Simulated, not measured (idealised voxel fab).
The process module presented herein is designated voxel transistor to metal.
cross-section cut | 185 nm wide | cells 5 nm
For the purposes of this document, a cross-section shall be understood as a grid of square cells, specified as bands listed in top-to-bottom order, each band consisting of one or more rows of cells.
A band entry consists of two parts. The first gives the height of the band's top and the height of its bottom, in nm. The rest lists the band's materials from left to right, each with its width in nm. A single material labelled with the word "everywhere" fills the band from edge to edge, and the word "blank" marks empty space.
It should be noted that heights are counted from 0, beneath which the wafer as supplied is of one material throughout, and that the lowest band possesses no lower boundary but continues downward, as written in "0 down".
Per-row width for "30->40": begins at first number (top row of band), ends at second number (bottom row), increment between rows held constant.
The designation "nothing different", where it is given for a processing step, indicates that no cell of the cross-section was altered in the course of that step.
"Enclosed void entries": sealed empty spaces, 8 cells or more, no open way to top, listed width x height at distance, with distance from the left edge and width, height and distance in nm.
If you see something after the settings on a step's line, that's the simulator's own remark about that step.
You can add "overlay nm" to a step's line. For a step with a mask, it describes how far the mask lay to the right of its planned position, and a negative number describes a lay to the left.

The planned process steps are enumerated hereunder:
step 1: RECEIVE, material Si
step 2: OXIDIZE, depth nm 5
step 3: CONFORMAL_DEP, material SiN, thk nm 10
step 4: PATTERN, tone cover, mask id ACTIVE, material resist, width nm 115, thk nm 15, overlay nm 0
step 5: DIRECTIONAL_ETCH, etch materials SiN, depth nm 10
step 6: DIRECTIONAL_ETCH, etch materials SiO2, depth nm 5
step 7: DIRECTIONAL_ETCH, etch materials Si, depth nm 35
step 8: STRIP, etch materials resist
step 9: OXIDIZE, depth nm 5
step 10: FILL_DEP, material SiO2, thk nm 5
step 11: CMP, height nm 10
step 12: SELECTIVE_ETCH, etch materials SiO2, depth nm 5
step 13: STRIP, etch materials SiN
step 14: SELECTIVE_ETCH, etch materials SiO2, depth nm 5
step 15: OXIDIZE, depth nm 5
step 16: DIRECTIONAL_DEP, material polySi, thk nm 25
step 17: DIRECTIONAL_DEP, material SiCN, thk nm 10
step 18: MASKED_ETCH, tone cover, mask id GATE, width nm 35, etch materials SiCN, depth nm 20, overlay nm 0
step 19: MASKED_ETCH, tone cover, mask id GATE, width nm 35, etch materials polySi, depth nm 35, overlay nm 0
step 20: CONFORMAL_DEP, material SiN, thk nm 10
step 21: DIRECTIONAL_ETCH, etch materials SiN, depth nm 10
step 22: DIRECTIONAL_ETCH, etch materials SiO2, depth nm 5
step 23: DIRECTIONAL_ETCH, etch materials Si, depth nm 10
step 24: EPI, material pSi, thk nm 15
step 25: FILL_DEP, material SiO2, thk nm 5
step 26: CMP, height nm 20
step 27: STRIP, etch materials polySi
step 28: SELECTIVE_ETCH, etch materials SiO2, depth nm 5
step 29: CONFORMAL_DEP, material HfO2, thk nm 5
step 30: CONFORMAL_DEP, material TiN, thk nm 5
step 31: FILL_DEP, material W, thk nm 5
step 32: CMP, height nm 15
step 33: DIRECTIONAL_DEP, material SiO2, thk nm 10
step 34: DIRECTIONAL_DEP, material aC, thk nm 15
step 35: PATTERN, tone open, mask id CONTACT, material resist, width nm 15, pitch nm 90, thk nm 35, overlay nm 0
step 36: DIRECTIONAL_ETCH, etch materials aC, depth nm 15
step 37: STRIP, etch materials resist
step 38: DIRECTIONAL_ETCH, etch materials SiO2, depth nm 30
step 39: STRIP, etch materials aC
step 40: CONFORMAL_DEP, material TiN, thk nm 5
step 41: FILL_DEP, material W, thk nm 10
step 42: CMP, height nm 25
step 43: DIRECTIONAL_DEP, material TiN, thk nm 5
step 44: DIRECTIONAL_DEP, material Ru, thk nm 20
step 45: MASKED_ETCH, tone cover, mask id METAL_1, width nm 15, pitch nm 90, etch materials Ru, depth nm 20, overlay nm 0
step 46: MASKED_ETCH, tone cover, mask id METAL_1, width nm 15, pitch nm 90, etch materials TiN, depth nm 5, overlay nm 0
step 47: CONFORMAL_DEP, material SiN, thk nm 5
step 48: FILL_DEP, material SiO2, thk nm 10
step 49: CMP, height nm 50
step 50: CONFORMAL_DEP, material SiCN, thk nm 5

Cross-section, incoming material, after step 1:
> 0 down  Si everywhere
> Enclosed void entries: none

First of two wafers, end-of-module section, run followed plan:
> 55 to 50  SiCN everywhere
> 50 to 30  35 SiO2 | 5 SiN | 15 Ru | 5 SiN | 65 SiO2 | 5 SiN | 15 Ru | 5 SiN | 35 SiO2
> 30 to 25  40 SiN | 15 TiN | 75 SiN | 15 TiN | 40 SiN
> 25 to 15  40 SiO2 | 5 TiN | 5 W | 5 TiN | 75 SiO2 | 5 TiN | 5 W | 5 TiN | 40 SiO2
> 15 to 10  40 SiO2 | 5 TiN | 5 W | 5 TiN | 10 SiO2 | 10 SiN | 5 HfO2 | 5 TiN | 15 W | 5 TiN | 5 HfO2 | 10 SiN | 10 SiO2 | 5 TiN | 5 W | 5 TiN | 40 SiO2
> 10 to 5  40 SiO2 | 15 TiN | 10 SiO2 | 10 SiN | 5 HfO2 | 5 TiN | 15 W | 5 TiN | 5 HfO2 | 10 SiN | 10 SiO2 | 15 TiN | 40 SiO2
> 5 to 0  40 SiO2 | 10 TiN | 15 pSi | 10 SiN | 5 HfO2 | 5 TiN | 15 W | 5 TiN | 5 HfO2 | 10 SiN | 15 pSi | 10 TiN | 40 SiO2
> 0 to -5  30 SiO2 | 10 SiN | 10 TiN | 15 pSi | 10 SiN | 5 HfO2 | 25 TiN | 5 HfO2 | 10 SiN | 15 pSi | 10 TiN | 10 SiN | 30 SiO2
> -5 to -10  40 SiO2 | 25 pSi | 5 SiO2 | 45 HfO2 | 5 SiO2 | 25 pSi | 40 SiO2
> -10 to -20  40 SiO2 | 25 pSi | 55 Si | 25 pSi | 40 SiO2
> -20 to -45  40 SiO2 | 105 Si | 40 SiO2
> -45 down  Si everywhere
> Enclosed void entries: none

Second of two wafers, module complete, sectioned: it shares the first wafer's start and plan but was run with one mistake:
> 55 to 50  SiCN everywhere
> 50 to 45  40 SiN | 15 TiN | 75 SiN | 15 TiN | 40 SiN
> 45 to 25  Ru everywhere
> 25 to 15  40 SiO2 | 5 TiN | 5 W | 5 TiN | 75 SiO2 | 5 TiN | 5 W | 5 TiN | 40 SiO2
> 15 to 10  40 SiO2 | 5 TiN | 5 W | 5 TiN | 10 SiO2 | 10 SiN | 5 HfO2 | 5 TiN | 15 W | 5 TiN | 5 HfO2 | 10 SiN | 10 SiO2 | 5 TiN | 5 W | 5 TiN | 40 SiO2
> 10 to 5  40 SiO2 | 15 TiN | 10 SiO2 | 10 SiN | 5 HfO2 | 5 TiN | 15 W | 5 TiN | 5 HfO2 | 10 SiN | 10 SiO2 | 15 TiN | 40 SiO2
> 5 to 0  40 SiO2 | 10 TiN | 15 pSi | 10 SiN | 5 HfO2 | 5 TiN | 15 W | 5 TiN | 5 HfO2 | 10 SiN | 15 pSi | 10 TiN | 40 SiO2
> 0 to -5  30 SiO2 | 10 SiN | 10 TiN | 15 pSi | 10 SiN | 5 HfO2 | 25 TiN | 5 HfO2 | 10 SiN | 15 pSi | 10 TiN | 10 SiN | 30 SiO2
> -5 to -10  40 SiO2 | 25 pSi | 5 SiO2 | 45 HfO2 | 5 SiO2 | 25 pSi | 40 SiO2
> -10 to -20  40 SiO2 | 25 pSi | 55 Si | 25 pSi | 40 SiO2
> -20 to -45  40 SiO2 | 105 Si | 40 SiO2
> -45 down  Si everywhere
> Enclosed void entries: none
Short version of what went wrong: note: step 43 <-> step 44, run order reversed vs plan
Counted in cells at the end, the second wafer holds more or fewer of these materials than the first: 124 more of Ru | 16 fewer of SiN | 108 fewer of SiO2
